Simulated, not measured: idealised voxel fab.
process module | voxel gate over fins
cross-section cut | 200 nm wide | cells 5 nm
A cross-section is a grid of square cells, given in bands from the top down. A band is one or more rows of cells.
Each band's line starts with the height of the band's top and of its bottom, in nm. Then come its materials from left to right, each with its width in nm. One material with "throughout" fills the band from edge to edge. "air" is empty space.
Height 0 is the level under which the wafer as received is all one material. The lowest band goes on downwards, as in "0 down".
A width such as "30 to 40" changes by the same amount from each row of cells to the next, from the band's top row to its bottom row.
"no change" after a step means that no cell of the cross-section changed.
closed voids: empty space of 8 cells or more with no open way to the top, each as width x height at its distance from the left edge, in nm
after a step's settings: what the simulator itself notes on the step
overlay nm, on a step with a mask: how far to the right of its planned place the mask lay; to the left if negative
plan
1 op RECEIVE | material Si
2 op CONFORMAL_DEP | material SiN | thk nm 10
3 op PATTERN | tone cover | mask id FINS | material resist | width nm 15 | pitch nm 60 | thk nm 15 | overlay nm 0
4 op DIRECTIONAL_ETCH | etch materials SiN | depth nm 10
5 op DIRECTIONAL_ETCH | etch materials Si | depth nm 35
6 op STRIP | etch materials resist
7 op FILL_DEP | material SiO2 | thk nm 5
8 op CMP | height nm 10
9 op DIRECTIONAL_DEP | material aC | thk nm 15
10 op PATTERN | tone open | mask id RAIL | material resist | width nm 15 | thk nm 30 | overlay nm 0
11 op DIRECTIONAL_ETCH | etch materials aC | depth nm 15
12 op STRIP | etch materials resist
13 op DIRECTIONAL_ETCH | etch materials SiO2 | depth nm 40
14 op STRIP | etch materials aC
15 op CONFORMAL_DEP | material TiN | thk nm 5
16 op FILL_DEP | material W | thk nm 5
17 op CMP | height nm 10
18 op SELECTIVE_ETCH | etch materials W Ru TiN | depth nm 30
19 op FILL_DEP | material SiO2 | thk nm 5
20 op CMP | height nm 10
21 op SELECTIVE_ETCH | etch materials SiO2 | depth nm 25
22 op STRIP | etch materials SiN
23 op CONFORMAL_DEP | material HfO2 | thk nm 5
24 op CONFORMAL_DEP | material TiN | thk nm 5
25 op CONFORMAL_DEP | material TiAl | thk nm 5
26 op CONFORMAL_DEP | material TiN | thk nm 5
27 op FILL_DEP | material W | thk nm 15
28 op CMP | height nm 30
29 op CONFORMAL_DEP | material SiCN | thk nm 5
as received, after step 1
  0 down: Si throughout
  closed voids: none
a wafer at the end: this start, this plan, one mistake
  35 to 30: SiCN throughout
  30 to 15: W throughout
  15 to 10: W 45 | TiN 45 | W 15 | TiN 45 | W 50
  10 to 5: W 45 | TiN 5 | TiAl 35 | TiN 5 | W 15 | TiN 5 | TiAl 35 | TiN 5 | W 50
  5 to 0: W 45 | TiN 5 | TiAl 5 | HfO2 25 | TiAl 5 | TiN 5 | W 15 | TiN 5 | TiAl 5 | HfO2 25 | TiAl 5 | TiN 5 | W 50
  0 to -5: TiN 50 | TiAl 5 | HfO2 5 | Si 15 | HfO2 5 | TiAl 5 | TiN 25 | TiAl 5 | HfO2 5 | Si 15 | HfO2 5 | TiAl 5 | TiN 55
  -5 to -10: TiAl 55 | HfO2 5 | Si 15 | HfO2 5 | TiAl 35 | HfO2 5 | Si 15 | HfO2 5 | TiAl 60
  -10 to -15: HfO2 60 | Si 15 | HfO2 45 | Si 15 | HfO2 65
  -15 to -20: SiO2 60 | Si 15 | SiO2 45 | Si 15 | SiO2 65
  -20 to -25: SiO2 60 | Si 15 | SiO2 15 | TiN 5 | W 5 | TiN 5 | SiO2 15 | Si 15 | SiO2 65
  -25 to -30: SiO2 60 | Si 15 | SiO2 15 | TiN 15 | SiO2 15 | Si 15 | SiO2 65
  -30 to -35: SiO2 60 | Si 15 | SiO2 45 | Si 15 | SiO2 65
  -35 down: Si throughout
  closed voids: none
what went wrong: step 24 was left out
